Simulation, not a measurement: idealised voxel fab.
Proc. module: voxel fin reveal
The cross-section on display is named cut; it measures 175 nm wide, and its cells are 5 nm squares.
A cross-section is a grid of square cells, given in bands from the top down. A band is one or more rows of cells. In this notation a band is specified by the heights of its top and bottom, in that order and in nm, after which its materials appear from left to right, each paired with its width in nm. The word "everywhere" attached to a single material means that material fills the band from edge to edge; the word "air" stands for empty space. The level at which height equals 0 is the one under which the wafer, as it arrives, is entirely one material. No lower edge exists for the bottom band, which continues downward and is notated as in "0 down". Top row gets the first number, bottom row gets the second, and each row in between changes by the same step: that is how a band width like "30 to 40" works. Any step labelled "remained the same" changed none of the cells in the cross-section. Reported under the label "Closed voids list" are the empty spaces having no open way to the top and comprising 8 cells or more; the notation for each is width x height at distance, in which the distance is measured from the left edge and all three values are in nm. Step line, after settings: the simulator's comment on this step. If you see "overlay nm" on a step's line and that step has a mask, it's telling you how far right of where it was planned the mask ended up; a negative number means it went left instead.

-- Intended process steps
step 1: RECEIVE with material Si
step 2: CONFORMAL_DEP with material SiN, thk nm 10
step 3: DIRECTIONAL_DEP with material aC, thk nm 10
step 4: PATTERN with tone cover, mask id FINS, material resist, width nm 15, pitch nm 45, thk nm 25, overlay nm 0
step 5: DIRECTIONAL_ETCH with etch materials aC, depth nm 10
step 6: STRIP with etch materials resist
step 7: DIRECTIONAL_ETCH with etch materials SiN, depth nm 10
step 8: DIRECTIONAL_ETCH with etch materials Si, depth nm 35
step 9: STRIP with etch materials aC
step 10: FILL_DEP with material SiO2, thk nm 15
step 11: CMP with height nm 10
step 12: SELECTIVE_ETCH with etch materials SiO2, depth nm 35
step 13: STRIP with etch materials SiN

-- Of two wafers, the first: run according to plan

-- As-received state of the wafer in cross-section, equivalent to post-step 1
	0 down  Si everywhere
	Closed voids list: none

-- Cross-sectional representation of the wafer at the conclusion of step 2
	10 to 0  SiN everywhere
	At heights below 0, the structure remains unaltered.

-- Cross-sectional representation of the wafer at the conclusion of step 3
	20 to 10  aC everywhere
	At heights below 10, the structure remains unaltered.

-- Cross-sectional representation of the wafer at the conclusion of step 4
	45 to 20  35 air / 15 resist / 30 air / 15 resist / 30 air / 15 resist / 35 air
	At heights below 20, the structure remains unaltered.

-- Cross-sectional representation of the wafer at the conclusion of step 5
	35 to 20  35 air / 15 resist / 30 air / 15 resist / 30 air / 15 resist / 35 air
	20 to 10  35 air / 15 aC / 30 air / 15 aC / 30 air / 15 aC / 35 air
	At heights below 10, the structure remains unaltered.

-- Cross-sectional representation of the wafer at the conclusion of step 6
	20 to 10  35 air / 15 aC / 30 air / 15 aC / 30 air / 15 aC / 35 air
	At heights below 10, the structure remains unaltered.

-- Cross-sectional representation of the wafer at the conclusion of step 7
	20 to 10  35 air / 15 aC / 30 air / 15 aC / 30 air / 15 aC / 35 air
	10 to 0  35 air / 15 SiN / 30 air / 15 SiN / 30 air / 15 SiN / 35 air
	At heights below 0, the structure remains unaltered.

-- Cross-sectional representation of the wafer at the conclusion of step 8
	20 to 10  35 air / 15 aC / 30 air / 15 aC / 30 air / 15 aC / 35 air
	10 to 0  35 air / 15 SiN / 30 air / 15 SiN / 30 air / 15 SiN / 35 air
	0 to -35  35 air / 15 Si / 30 air / 15 Si / 30 air / 15 Si / 35 air
	At heights below -35, the structure remains unaltered.

-- Cross-sectional representation of the wafer at the conclusion of step 9
	10 to 0  35 air / 15 SiN / 30 air / 15 SiN / 30 air / 15 SiN / 35 air
	At heights below 0, the structure remains unaltered.

-- Cross-sectional representation of the wafer at the conclusion of step 10
	25 to 10  SiO2 everywhere
	10 to 0  35 SiO2 / 15 SiN / 30 SiO2 / 15 SiN / 30 SiO2 / 15 SiN / 35 SiO2
	0 to -35  35 SiO2 / 15 Si / 30 SiO2 / 15 Si / 30 SiO2 / 15 Si / 35 SiO2
	At heights below -35, the structure remains unaltered.

-- Cross-sectional representation of the wafer at the conclusion of step 11
	10 to 0  35 SiO2 / 15 SiN / 30 SiO2 / 15 SiN / 30 SiO2 / 15 SiN / 35 SiO2
	At heights below 0, the structure remains unaltered.

-- Cross-sectional representation of the wafer at the conclusion of step 12
	10 to 0  35 air / 15 SiN / 30 air / 15 SiN / 30 air / 15 SiN / 35 air
	0 to -25  35 air / 15 Si / 30 air / 15 Si / 30 air / 15 Si / 35 air
	At heights below -25, the structure remains unaltered.

-- Cross-sectional representation of the wafer at the conclusion of step 13
	0 to -25  35 air / 15 Si / 30 air / 15 Si / 30 air / 15 Si / 35 air
	At heights below -25, the structure remains unaltered.

-- Second Wafer (Identical Start and Plan, One Processing Error; Matches First Wafer Through Step 3)

-- X-section, second wafer, when step 4 was due to finish
	45 to 20  35 air / 20 resist / 25 air / 20 resist / 25 air / 20 resist / 30 air
	At heights below 20, the structure remains unaltered.

-- X-section, second wafer, when step 5 was due to finish
	35 to 20  35 air / 20 resist / 25 air / 20 resist / 25 air / 20 resist / 30 air
	20 to 10  35 air / 20 aC / 25 air / 20 aC / 25 air / 20 aC / 30 air
	At heights below 10, the structure remains unaltered.

-- X-section, second wafer, when step 6 was due to finish
	20 to 10  35 air / 20 aC / 25 air / 20 aC / 25 air / 20 aC / 30 air
	At heights below 10, the structure remains unaltered.

-- X-section, second wafer, when step 7 was due to finish
	20 to 10  35 air / 20 aC / 25 air / 20 aC / 25 air / 20 aC / 30 air
	10 to 0  35 air / 20 SiN / 25 air / 20 SiN / 25 air / 20 SiN / 30 air
	At heights below 0, the structure remains unaltered.

-- X-section, second wafer, when step 8 was due to finish
	20 to 10  35 air / 20 aC / 25 air / 20 aC / 25 air / 20 aC / 30 air
	10 to 0  35 air / 20 SiN / 25 air / 20 SiN / 25 air / 20 SiN / 30 air
	0 to -35  35 air / 20 Si / 25 air / 20 Si / 25 air / 20 Si / 30 air
	At heights below -35, the structure remains unaltered.

-- X-section, second wafer, when step 9 was due to finish
	10 to 0  35 air / 20 SiN / 25 air / 20 SiN / 25 air / 20 SiN / 30 air
	At heights below 0, the structure remains unaltered.

-- X-section, second wafer, when step 10 was due to finish
	25 to 10  SiO2 everywhere
	10 to 0  35 SiO2 / 20 SiN / 25 SiO2 / 20 SiN / 25 SiO2 / 20 SiN / 30 SiO2
	0 to -35  35 SiO2 / 20 Si / 25 SiO2 / 20 Si / 25 SiO2 / 20 Si / 30 SiO2
	At heights below -35, the structure remains unaltered.

-- X-section, second wafer, when step 11 was due to finish
	10 to 0  35 SiO2 / 20 SiN / 25 SiO2 / 20 SiN / 25 SiO2 / 20 SiN / 30 SiO2
	At heights below 0, the structure remains unaltered.

-- X-section, second wafer, when step 12 was due to finish
	10 to 0  35 air / 20 SiN / 25 air / 20 SiN / 25 air / 20 SiN / 30 air
	0 to -25  35 air / 20 Si / 25 air / 20 Si / 25 air / 20 Si / 30 air
	At heights below -25, the structure remains unaltered.

-- X-section, second wafer, when step 13 was due to finish
	0 to -25  35 air / 20 Si / 25 air / 20 Si / 25 air / 20 Si / 30 air
	At heights below -25, the structure remains unaltered.
Against the plan, the run slipped here: step 4 went in with a setting other than planned; the actual run was PATTERN with tone cover, mask id FINS, material resist, width nm 20, pitch nm 45, thk nm 25, overlay nm 0
It is noted that, at the conclusion of processing, the second wafer exhibits a higher or lower cell count for certain materials relative to the first: Si: 21 more; SiO2: 6 fewer
